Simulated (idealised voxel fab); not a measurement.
Presented below is a process module, voxel lift off.
Each square cell in cross-section cut measures 5 nm, and the section as a whole is 295 nm wide.
Cross-section layout: square cells on a grid; listed as bands, top to bottom; a band spans one or more cell rows.
First you get the band's top height and its bottom height, in nm, and then the materials it's made of, left to right, with each width in nm. If you see a single material with "edge to edge", that one covers the band edge to edge. "blank" is empty space.
Heads up on the height convention: 0 is the point under which the incoming wafer is all one material, and the lowest band has no bottom, it just keeps going down, like "top 0, no bottom".
You'd read "30..40" like this: the band's top row of cells is as wide as the first number, its bottom row is as wide as the second, and going down, every row changes width by the same amount as the row before did.
Step note "same as before" = no cross-section cell changed.
Entry "Closed void catalog" = empty spaces >= 8 cells with no open way to the top; each as width x height at distance, distance from left edge, all nm.
What comes after the settings on a step's line is commentary from the simulator itself on that step.
"overlay nm" on a masked step: distance the mask lay right of its planned place, negative for left.
### The process steps that were planned are listed below
- 1: op RECEIVE | material Si
- 2: op CONFORMAL_DEP | material SiN | thk nm 10
- 3: op PATTERN | tone open | mask id LINES | material resist | width nm 25 | pitch nm 50 | thk nm 30 | overlay nm 0
- 4: op DIRECTIONAL_DEP | material Ru | thk nm 15
- 5: op STRIP | etch materials resist
- 6: op CONFORMAL_DEP | material SiN | thk nm 5
### This is the cross-section of the wafer as we received it, i.e. after step 1
  top 0, no bottom  Si edge to edge
  Closed void catalog: none
### Cross-section at module end, one run error; start and plan unchanged from above
  top 30, bottom 25  SiN 90 nm, blank 15 nm, SiN 35 nm, blank 15 nm, SiN 35 nm, blank 15 nm, SiN 90 nm
  top 25, bottom 15  Ru 85 nm, SiN 5 nm, blank 15 nm, SiN 5 nm, Ru 25 nm, SiN 5 nm, blank 15 nm, SiN 5 nm, Ru 25 nm, SiN 5 nm, blank 15 nm, SiN 5 nm, Ru 85 nm
  top 15, bottom 10  Ru 85 nm, SiN 25 nm, Ru 25 nm, SiN 25 nm, Ru 25 nm, SiN 25 nm, Ru 85 nm
  top 10, bottom 0  SiN edge to edge
  top 0, no bottom  Si edge to edge
  Closed void catalog: none
Processing error: planned and actual differ for step 3; actual: op PATTERN | tone cover | mask id LINES | material resist | width nm 25 | pitch nm 50 | thk nm 30 | overlay nm 0
